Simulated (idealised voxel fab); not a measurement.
The document below concerns the process module designated voxel released beams.
Cross-section cut spans 195 nm and uses square cells 5 nm in size.
Each cross-section below is a grid of square cells, stated as bands in top-down order, with one or more rows of cells making up each band.
Heights first: top, then bottom, in nm. Then materials, left to right, each with a width in nm. "edge to edge" on a single material: fills the band edge to edge. "empty": empty space.
Measure heights from 0. That's the level where, below it, the as-received wafer is all one material. The lowest band is bottomless and extends downward; write it as in "z 0 and below".
Note: "30..40" means the width goes from the first number (top row of the band) to the second number (bottom row) in equal steps per row of cells.
"no alteration" (step): cross-section cells unchanged, all of them.
Empty spaces counting at least 8 cells and having no open way to the top are listed in "Closed void listing". The notation width x height at distance is used for each, the distance being from the left edge and all three values in nm.
Formally, on a step line, whatever follows the settings is a remark that the simulator itself makes on the step.
The setting "overlay nm" may be written on the line of a step. When the step uses a mask, the value reports how far to the right of the planned place the mask lay, and a negative value reports that it lay to the left.

**Process steps foreseen in the plan**
step 1: RECEIVE with material Si
step 2: CONFORMAL_DEP with material SiN, thk nm 10
step 3: DIRECTIONAL_DEP with material SiO2, thk nm 10
step 4: DIRECTIONAL_DEP with material aC, thk nm 10
step 5: PATTERN with tone open, mask id ANCHOR, material resist, width nm 45, thk nm 25, overlay nm 0
step 6: DIRECTIONAL_ETCH with etch materials aC, depth nm 10
step 7: STRIP with etch materials resist
step 8: DIRECTIONAL_ETCH with etch materials SiO2, depth nm 10
step 9: STRIP with etch materials aC
step 10: CONFORMAL_DEP with material polySi, thk nm 15
step 11: DIRECTIONAL_DEP with material aC, thk nm 15
step 12: PATTERN with tone cover, mask id BEAM, material resist, width nm 100, thk nm 30, overlay nm 0
step 13: DIRECTIONAL_ETCH with etch materials aC, depth nm 15
step 14: STRIP with etch materials resist
step 15: DIRECTIONAL_ETCH with etch materials polySi, depth nm 15
step 16: STRIP with etch materials aC
step 17: STRIP with etch materials SiO2

**Here's what the wafer looked like in cross-section when it arrived - that's after step 1**
- z 0 and below: Si edge to edge
- Closed void listing: none

**Post-module cross-section of the first of two wafers (run per plan)**
- z 35 to 25: empty 45 nm | polySi 20 nm | empty 15 nm | polySi 65 nm | empty 50 nm
- z 25 to 20: empty 45 nm | polySi 100 nm | empty 50 nm
- z 20 to 10: empty 50 nm | polySi 45 nm | empty 100 nm
- z 10 to 0: SiN edge to edge
- z 0 and below: Si edge to edge
- Closed void listing: none

**End-of-module cross-section of the second wafer: identical starting point and process plan to the first, with one processing mistake**
- z 35 to 25: empty 45 nm | polySi 10 nm | empty 15 nm | polySi 75 nm | empty 50 nm
- z 25 to 20: empty 45 nm | polySi 100 nm | empty 50 nm
- z 20 to 10: empty 40 nm | polySi 45 nm | empty 110 nm
- z 10 to 0: SiN edge to edge
- z 0 and below: Si edge to edge
- Closed void listing: none
The mistake made against the process plan was this: rather than as planned, step 5 actually ran as PATTERN with tone open, mask id ANCHOR, material resist, width nm 45, thk nm 25, overlay nm -10
So at the finish, the second wafer's got exactly as many cells of each material as the first, just not in the same spots.
